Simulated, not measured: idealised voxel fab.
Module name: voxel quadruple lines (process module)
Each square cell in cross-section cut measures 5 nm, and the section as a whole is 280 nm wide.
Bands, listed from the top down, are how a cross-section gets written in this document; the cross-section itself is a grid of square cells, and a band is one or more rows of them. A band entry consists of two parts. The first gives the height of the band's top and the height of its bottom, in nm. The rest lists the band's materials from left to right, each with its width in nm. A single material labelled with the word "full width" fills the band from edge to edge, and the word "blank" marks empty space. Basically, 0 is our baseline, since under it the wafer straight out of the box is all one material. The bottom band has no lower end and keeps on going down, so it looks like "0 and below". With a width like "30..40", each row of cells in the band differs from the next by the same amount, the top row carrying the first number and the bottom row the second. For the purposes of this document, the phrase "remained the same" attached to a step denotes that no cell within the cross-section was modified by that step. Heads up: "Fully closed voids" only lists the empty pockets with no open path to the top that are 8 cells or more, and it writes them as width x height at distance, distance from the left edge, in nm. after a step's settings: what the simulator itself notes on the step. A step's line can hold "overlay nm"; with a mask on that step, the setting says how far right of the planned place the mask lay, while a negative setting says it lay to the left.

## The steps planned for the process are as follows
1) RECEIVE,material Si
2) CONFORMAL_DEP,material SiO2,thk nm 5
3) DIRECTIONAL_DEP,material W,thk nm 15
4) DIRECTIONAL_DEP,material polySi,thk nm 20
5) DIRECTIONAL_DEP,material aC,thk nm 20
6) PATTERN,tone cover,mask id MANDREL,material resist,width nm 25,thk nm 30,overlay nm 0
7) DIRECTIONAL_ETCH,etch materials aC,depth nm 20
8) STRIP,etch materials resist
9) CONFORMAL_DEP,material SiO2,thk nm 15
10) DIRECTIONAL_ETCH,etch materials SiO2,depth nm 15
11) STRIP,etch materials aC
12) DIRECTIONAL_ETCH,etch materials polySi,depth nm 20
13) STRIP,etch materials SiO2
14) CONFORMAL_DEP,material SiCN,thk nm 5
15) DIRECTIONAL_ETCH,etch materials SiCN,depth nm 5
16) STRIP,etch materials polySi
17) DIRECTIONAL_ETCH,etch materials W,depth nm 15
18) STRIP,etch materials SiCN

## Cross-section of the wafer at receipt, which is the condition after step 1
    0 and below | Si full width
    Fully closed voids: none

## First of two wafers, end-of-module section, run followed plan
    20 down to 5 | blank 105 nm / W 5 nm / blank 15 nm / W 5 nm / blank 15 nm / W 5 nm / blank 15 nm / W 5 nm / blank 110 nm
    5 down to 0 | SiO2 full width
    0 and below | Si full width
    Fully closed voids: none

## End-of-module cross-section of the second wafer: identical starting point and process plan to the first, with one processing mistake
    25 down to 5 | polySi full width
    5 down to 0 | SiO2 full width
    0 and below | Si full width
    Fully closed voids: none
Deviation from plan: deviation from plan: step 4 and step 3 executed in one another's positions
Counted in cells at the end, the second wafer holds more or fewer of these materials than the first: -12 W | +224 polySi
